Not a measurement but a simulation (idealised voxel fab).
Name of the process module below: voxel gate over fins
Shown is cross-section cut, with a width of 275 nm and square cells of size 5 nm.
How to read a cross-section here: the picture is a grid of square cells, written as bands going from the top down, and any band can span one or more rows of cells.
Each band's line starts with the height of the band's top and of its bottom, in nm. Then come its materials from left to right, each with its width in nm. One material with "all across" fills the band from edge to edge. "air" is empty space.
The reference from which all heights are counted is 0, the level beneath which the as-received wafer is entirely one material; the lowest band, having no lower bound, proceeds downward and is written after the example "z 0 and below".
The two numbers in a width such as "30 to 40" mark its ends across the band: the first belongs to the top row of cells, the second to the bottom row, and from each row to the next the width moves by the same amount.
It should be understood that the words "all unchanged", when stated for a given step, signify that the cross-section underwent no change in any of its cells during that step.
"Unvented voids" specifies each empty space that is not open to the top and that occupies no fewer than 8 cells, using the form width x height at distance, the distance measured from the left edge and all three quantities in nm.
Whatever follows a step's settings on its line is a remark the simulator itself makes about that step.
A step's line can hold "overlay nm"; with a mask on that step, the setting says how far right of the planned place the mask lay, while a negative setting says it lay to the left.

[List of planned process steps]
1) RECEIVE,material Si
2) CONFORMAL_DEP,material SiN,thk nm 10
3) MASKED_ETCH,tone cover,mask id FINS,width nm 15,pitch nm 40,etch materials SiN,depth nm 10,overlay nm 0
4) MASKED_ETCH,tone cover,mask id FINS,width nm 15,pitch nm 40,etch materials Si,depth nm 35,overlay nm 0
5) FILL_DEP,material SiO2,thk nm 15
6) CMP,height nm 10
7) SELECTIVE_ETCH,etch materials SiO2,depth nm 25
8) STRIP,etch materials SiN
9) CONFORMAL_DEP,material HfO2,thk nm 5
10) CONFORMAL_DEP,material TiN,thk nm 5
11) FILL_DEP,material W,thk nm 10
12) CMP,height nm 15
13) CONFORMAL_DEP,material SiN,thk nm 10
Keep in mind the plan's value for the width nm of step 4 comes from the first wafer; the wafers don't share that setting, but they do share the same starting point.

[Cross-section, first of several wafers, as delivered after step 1]
* z 0 and below: Si all across
* Unvented voids: none

[Cross-section, first of several wafers, end of module, after last step 13]
* z 25 to 15: SiN all across
* z 15 to 10: W all across
* z 10 to 5: W 100, TiN 35, W 5, TiN 35, W 100
* z 5 to 0: W 100, TiN 5, HfO2 25, TiN 5, W 5, TiN 5, HfO2 25, TiN 5, W 100
* z 0 to -5: W 100, TiN 5, HfO2 5, Si 15, HfO2 5, TiN 5, W 5, TiN 5, HfO2 5, Si 15, HfO2 5, TiN 5, W 100
* z -5 to -10: TiN 105, HfO2 5, Si 15, HfO2 5, TiN 15, HfO2 5, Si 15, HfO2 5, TiN 105
* z -10 to -15: HfO2 110, Si 15, HfO2 25, Si 15, HfO2 110
* z -15 to -35: SiO2 110, Si 15, SiO2 25, Si 15, SiO2 110
* z -35 and below: Si all across
* Unvented voids: none

[A cross-section through the last wafer at the close of the module]
* z 25 to 15: SiN all across
* z 15 to 10: W all across
* z 10 to 5: W 95, TiN 85, W 95
* z 5 to 0: W 95, TiN 5, HfO2 35, TiN 5, HfO2 35, TiN 5, W 95
* z 0 to -5: W 95, TiN 5, HfO2 5, Si 25, HfO2 5, TiN 5, HfO2 5, Si 25, HfO2 5, TiN 5, W 95
* z -5 to -10: TiN 100, HfO2 5, Si 25, HfO2 5, TiN 5, HfO2 5, Si 25, HfO2 5, TiN 100
* z -10 to -15: HfO2 105, Si 25, HfO2 15, Si 25, HfO2 105
* z -15 to -35: SiO2 105, Si 25, SiO2 15, Si 25, SiO2 105
* z -35 and below: Si all across
* Unvented voids: none

[For your reference, the table is organized with a row per wafer; each row reflects the wafer at the end of the module, indicating for each material the cells gained (+) or lost (-) since receipt, and thereafter its closed voids]
width nm 15 | +67 HfO2 | -343 Si | +110 SiN | +196 SiO2 | +67 TiN | +178 W | Unvented voids: none
width nm 20 | +67 HfO2 | -329 Si | +110 SiN | +188 SiO2 | +67 TiN | +172 W | Unvented voids: none
width nm 25 | +67 HfO2 | -315 Si | +110 SiN | +180 SiO2 | +64 TiN | +169 W | Unvented voids: none
